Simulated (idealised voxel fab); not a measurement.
process module | voxel capacitor over wiring
cross-section cut | 175 nm wide | cells 5 nm
A cross-section is a grid of square cells, given in bands from the top down. A band is one or more rows of cells.
Each band's line starts with the height of the band's top and of its bottom, in nm. Then come its materials from left to right, each with its width in nm. One material with "throughout" fills the band from edge to edge. "air" is empty space.
Height 0 is the level under which the wafer as received is all one material. The lowest band goes on downwards, as in "0 down".
A width such as "30 to 40" changes by the same amount from each row of cells to the next, from the band's top row to its bottom row.
"no change" after a step means that no cell of the cross-section changed.
closed voids: empty space of 8 cells or more with no open way to the top, each as width x height at its distance from the left edge, in nm
after a step's settings: what the simulator itself notes on the step
overlay nm, on a step with a mask: how far to the right of its planned place the mask lay; to the left if negative
plan
1 op RECEIVE | material Si
2 op CONFORMAL_DEP | material SiO2 | thk nm 15
3 op CONFORMAL_DEP | material SiCN | thk nm 5
4 op DIRECTIONAL_DEP | material SiO2 | thk nm 15
5 op PATTERN | tone open | mask id METAL_1 | material resist | width nm 25 | pitch nm 80 | thk nm 20 | overlay nm 0
6 op DIRECTIONAL_ETCH | etch materials SiO2 | depth nm 15
7 op DIRECTIONAL_ETCH | etch materials SiCN | depth nm 5
8 op STRIP | etch materials resist
9 op CONFORMAL_DEP | material TiN | thk nm 5
10 op FILL_DEP | material W | thk nm 10
11 op CMP | height nm 35
12 op CONFORMAL_DEP | material SiCN | thk nm 5
13 op DIRECTIONAL_DEP | material lowk | thk nm 20
14 op DIRECTIONAL_DEP | material aC | thk nm 15
15 op PATTERN | tone open | mask id PLUG_1 | material resist | width nm 15 | thk nm 35 | overlay nm 0
16 op DIRECTIONAL_ETCH | etch materials aC | depth nm 15
17 op STRIP | etch materials resist
18 op DIRECTIONAL_ETCH | etch materials lowk | depth nm 20
19 op DIRECTIONAL_ETCH | etch materials SiCN | depth nm 5
20 op STRIP | etch materials aC
21 op EPI | material Ru | thk nm 10
22 op EPI | material Ru | thk nm 10
23 op EPI | material Ru | thk nm 5
24 op DIRECTIONAL_DEP | material TiN | thk nm 10
25 op DIRECTIONAL_DEP | material Al2O3 | thk nm 5
26 op DIRECTIONAL_DEP | material TiN | thk nm 5
27 op PATTERN | tone cover | mask id UPPER_PLATE | material resist | width nm 60 | thk nm 20 | overlay nm 0
28 op DIRECTIONAL_ETCH | etch materials TiN | depth nm 5
29 op DIRECTIONAL_ETCH | etch materials Al2O3 | depth nm 5
30 op STRIP | etch materials resist
31 op DIRECTIONAL_DEP | material aC | thk nm 10
32 op PATTERN | tone cover | mask id LOWER_PLATE | material resist | width nm 70 | thk nm 30 | overlay nm 0
33 op DIRECTIONAL_ETCH | etch materials aC | depth nm 10
34 op STRIP | etch materials resist
35 op DIRECTIONAL_ETCH | etch materials TiN | depth nm 10
36 op STRIP | etch materials aC
37 op FILL_DEP | material SiO2 | thk nm 20
38 op CMP | height nm 95
39 op MASKED_ETCH | tone open | mask id PLUG_2 | width nm 15 | etch materials SiO2 | depth nm 15 | overlay nm 0
40 op CONFORMAL_DEP | material TiN | thk nm 5
41 op FILL_DEP | material Ru | thk nm 5
42 op CMP | height nm 95
43 op CONFORMAL_DEP | material SiCN | thk nm 5
as received, after step 1
  0 down: Si throughout
  closed voids: none
first wafer at the end, as planned
  100 to 95: SiCN throughout
  95 to 85: SiO2 55 | TiN 5 | Ru 5 | TiN 5 | SiO2 105
  85 to 75: SiO2 55 to 45 | TiN 15 to 60 | SiO2 105 to 70
  75 to 70: SiO2 45 | Al2O3 60 | SiO2 70
  70 to 60: SiO2 40 | TiN 70 | SiO2 65
  60 to 40: lowk 45 | Ru 15 | lowk 115
  40 to 35: SiCN 45 | Ru 15 | SiCN 115
  35 to 20: SiO2 35 | TiN 5 | W 15 | TiN 5 | SiO2 55 | TiN 5 | W 15 | TiN 5 | SiO2 35
  20 to 15: SiCN 35 | TiN 25 | SiCN 55 | TiN 25 | SiCN 35
  15 to 0: SiO2 throughout
  0 down: Si throughout
  closed voids: none
second wafer at the end: like start, like plan, one mistake
  110 to 95: SiCN throughout
  95 to 85: SiO2 55 | TiN 5 | Ru 5 | TiN 5 | SiO2 105
  85 to 75: SiO2 55 to 45 | TiN 15 to 60 | SiO2 105 to 70
  75 to 70: SiO2 45 | Al2O3 60 | SiO2 70
  70 to 60: SiO2 40 | TiN 70 | SiO2 65
  60 to 40: lowk 45 | Ru 15 | lowk 115
  40 to 35: SiCN 45 | Ru 15 | SiCN 115
  35 to 20: SiO2 35 | TiN 5 | W 15 | TiN 5 | SiO2 55 | TiN 5 | W 15 | TiN 5 | SiO2 35
  20 to 15: SiCN 35 | TiN 25 | SiCN 55 | TiN 25 | SiCN 35
  15 to 0: SiO2 throughout
  0 down: Si throughout
  closed voids: none
what went wrong: step 43 ran as: op CONFORMAL_DEP | material SiCN | thk nm 15
at the end the second wafer has, in cells: 70 more of SiCN
